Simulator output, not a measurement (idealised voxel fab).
Herein follows the process module entitled voxel transistor to metal.
Shown is cross-section cut, with a width of 185 nm and square cells of size 5 nm.
Format of a cross-section: grid, square cells. Given as bands. Order: top down. Band: one or more rows of cells. Band entry format. Leading values: height of top, height of bottom, nm. Remainder: materials in left-to-right order, each with its width in nm. Special words: "everywhere" on a single material, which then fills the band edge to edge; "air", empty space. Zero point of the height axis is 0; under it, received wafer = one material. Lowest band: continues down indefinitely, "from 0 down". Per-row width for "30->40": begins at first number (top row of band), ends at second number (bottom row), increment between rows held constant. Where the words "all unchanged" appear for a step, the cross-section shows no cell changed by that step; every cell remained as before. "Encapsulated voids": sealed empty spaces, 8 cells or more, no open way to top, listed width x height at distance, with distance from the left edge and width, height and distance in nm. Note: text after step settings on the step line = simulator remark on that step. The setting "overlay nm" may be written on the line of a step. When the step uses a mask, the value reports how far to the right of the planned place the mask lay, and a negative value reports that it lay to the left.
[Process steps - plan]
1,RECEIVE (material Si)
2,CONFORMAL_DEP (material SiO2; thk nm 5)
3,CONFORMAL_DEP (material SiN; thk nm 10)
4,DIRECTIONAL_DEP (material aC; thk nm 10)
5,PATTERN (tone cover; mask id ACTIVE; material resist; width nm 95; thk nm 30; overlay nm 0)
6,DIRECTIONAL_ETCH (etch materials aC; depth nm 10)
7,STRIP (etch materials resist)
8,DIRECTIONAL_ETCH (etch materials SiN; depth nm 10)
9,DIRECTIONAL_ETCH (etch materials SiO2; depth nm 5)
10,DIRECTIONAL_ETCH (etch materials Si; depth nm 25)
11,STRIP (etch materials aC)
12,FILL_DEP (material SiO2; thk nm 15)
13,CMP (height nm 15)
14,SELECTIVE_ETCH (etch materials SiO2; depth nm 5)
15,STRIP (etch materials SiN)
16,SELECTIVE_ETCH (etch materials SiO2; depth nm 5)
17,OXIDIZE (depth nm 5)
18,DIRECTIONAL_DEP (material polySi; thk nm 25)
19,DIRECTIONAL_DEP (material SiCN; thk nm 15)
20,MASKED_ETCH (tone cover; mask id GATE; width nm 25; etch materials SiCN; depth nm 25; overlay nm 0)
21,MASKED_ETCH (tone cover; mask id GATE; width nm 25; etch materials polySi; depth nm 35; overlay nm 0)
22,CONFORMAL_DEP (material SiN; thk nm 5)
23,DIRECTIONAL_ETCH (etch materials SiN; depth nm 5)
24,DIRECTIONAL_ETCH (etch materials SiO2; depth nm 5)
25,EPI (material SiGe; thk nm 5)
26,FILL_DEP (material SiO2; thk nm 10)
27,CMP (height nm 25)
28,STRIP (etch materials polySi)
29,SELECTIVE_ETCH (etch materials SiO2; depth nm 5)
30,CONFORMAL_DEP (material HfO2; thk nm 5)
31,CONFORMAL_DEP (material TiN; thk nm 5)
32,FILL_DEP (material W; thk nm 10)
33,CMP (height nm 20)
34,DIRECTIONAL_DEP (material SiO2; thk nm 15)
35,MASKED_ETCH (tone open; mask id CONTACT; width nm 15; pitch nm 70; etch materials SiO2; depth nm 35; overlay nm 0)
36,CONFORMAL_DEP (material TiN; thk nm 5)
37,FILL_DEP (material Ru; thk nm 5)
38,CMP (height nm 35)
39,DIRECTIONAL_DEP (material TiN; thk nm 5)
40,DIRECTIONAL_DEP (material Ru; thk nm 15)
41,MASKED_ETCH (tone cover; mask id METAL_1; width nm 15; pitch nm 70; etch materials Ru; depth nm 15; overlay nm 0)
42,MASKED_ETCH (tone cover; mask id METAL_1; width nm 15; pitch nm 70; etch materials TiN; depth nm 5; overlay nm 0)
43,CONFORMAL_DEP (material SiCN; thk nm 5)
44,FILL_DEP (material lowk; thk nm 5)
45,CMP (height nm 55)
46,CONFORMAL_DEP (material SiCN; thk nm 5)
47,DIRECTIONAL_DEP (material lowk; thk nm 25)
48,DIRECTIONAL_DEP (material aC; thk nm 10)
49,PATTERN (tone open; mask id METAL_2; material resist; width nm 15; pitch nm 70; thk nm 30; overlay nm 0)
50,DIRECTIONAL_ETCH (etch materials aC; depth nm 10)
51,STRIP (etch materials resist)
52,DIRECTIONAL_ETCH (etch materials lowk; depth nm 15)
53,STRIP (etch materials aC)
54,MASKED_ETCH (tone open; mask id METAL_2_HOLES; width nm 15; pitch nm 70; etch materials lowk; depth nm 10; overlay nm 0)
55,MASKED_ETCH (tone open; mask id METAL_2_HOLES; width nm 15; pitch nm 70; etch materials SiCN; depth nm 5; overlay nm 0)
56,CONFORMAL_DEP (material TiN; thk nm 5)
57,FILL_DEP (material Cu; thk nm 5)
58,CMP (height nm 85)
59,CONFORMAL_DEP (material SiCN; thk nm 5)
[This is the cross-section of the wafer as we received it, i.e. after step 1]
from 0 down = Si everywhere
Encapsulated voids: none
[Here's the cross-section of the first of our two wafers at the end of the module - it ran as planned]
from 90 to 85 = SiCN everywhere
from 85 to 60 = lowk 50, then TiN 5, then Cu 5, then TiN 5, then lowk 55, then TiN 5, then Cu 5, then TiN 5, then lowk 50
from 60 to 55 = SiCN 50, then TiN 15, then SiCN 55, then TiN 15, then SiCN 50
from 55 to 40 = lowk 45, then SiCN 5, then Ru 15, then SiCN 5, then lowk 45, then SiCN 5, then Ru 15, then SiCN 5, then lowk 45
from 40 to 35 = SiCN 50, then TiN 15, then SiCN 55, then TiN 15, then SiCN 50
from 35 to 20 = SiO2 50, then TiN 5, then Ru 5, then TiN 5, then SiO2 55, then TiN 5, then Ru 5, then TiN 5, then SiO2 50
from 20 to 5 = SiO2 50, then TiN 5, then Ru 5, then TiN 5, then SiO2 10, then SiN 5, then HfO2 5, then TiN 5, then W 5, then TiN 5, then HfO2 5, then SiN 5, then SiO2 10, then TiN 5, then Ru 5, then TiN 5, then SiO2 50
from 5 to 0 = SiO2 40, then SiN 5, then SiO2 5, then TiN 15, then SiO2 10, then SiN 5, then HfO2 5, then TiN 15, then HfO2 5, then SiN 5, then SiO2 10, then TiN 15, then SiO2 5, then SiN 5, then SiO2 40
from 0 to -5 = SiO2 45, then SiGe 30, then HfO2 35, then SiGe 30, then SiO2 45
from -5 to -25 = SiO2 45, then Si 95, then SiO2 45
from -25 down = Si everywhere
Encapsulated voids: none
[Cross-sectional view of the second of two wafers upon completion of the module. This wafer shared its starting condition and process plan with the first; one error was made during its execution]
from 90 to 85 = SiCN everywhere
from 85 to 60 = lowk 50, then TiN 5, then Cu 5, then TiN 5, then lowk 55, then TiN 5, then Cu 5, then TiN 5, then lowk 50
from 60 to 55 = SiCN 50, then TiN 15, then SiCN 55, then TiN 15, then SiCN 50
from 55 to 45 = lowk 45, then SiCN 5, then Ru 15, then SiCN 5, then lowk 45, then SiCN 5, then Ru 15, then SiCN 5, then lowk 45
from 45 to 40 = lowk 40, then SiCN 10, then Ru 15, then SiCN 5, then lowk 40, then SiCN 10, then Ru 15, then SiCN 5, then lowk 45
from 40 to 35 = SiCN 45, then TiN 20, then SiCN 50, then TiN 20, then SiCN 50
from 35 to 20 = SiO2 50, then TiN 5, then Ru 5, then TiN 5, then SiO2 55, then TiN 5, then Ru 5, then TiN 5, then SiO2 50
from 20 to 5 = SiO2 50, then TiN 5, then Ru 5, then TiN 5, then SiO2 10, then SiN 5, then HfO2 5, then TiN 5, then W 5, then TiN 5, then HfO2 5, then SiN 5, then SiO2 10, then TiN 5, then Ru 5, then TiN 5, then SiO2 50
from 5 to 0 = SiO2 40, then SiN 5, then SiO2 5, then TiN 15, then SiO2 10, then SiN 5, then HfO2 5, then TiN 15, then HfO2 5, then SiN 5, then SiO2 10, then TiN 15, then SiO2 5, then SiN 5, then SiO2 40
from 0 to -5 = SiO2 45, then SiGe 30, then HfO2 35, then SiGe 30, then SiO2 45
from -5 to -25 = SiO2 45, then Si 95, then SiO2 45
from -25 down = Si everywhere
Encapsulated voids: none
Heads up, the wafer didn't run the way we planned it: step 42 was run on a setting that differed from the plan, and what really ran there is MASKED_ETCH (tone cover; mask id METAL_1; width nm 15; pitch nm 70; etch materials TiN; depth nm 5; overlay nm -5)
End of process, cell counts, second wafer against first, materials with more or fewer: 2 more of TiN | 2 fewer of lowk
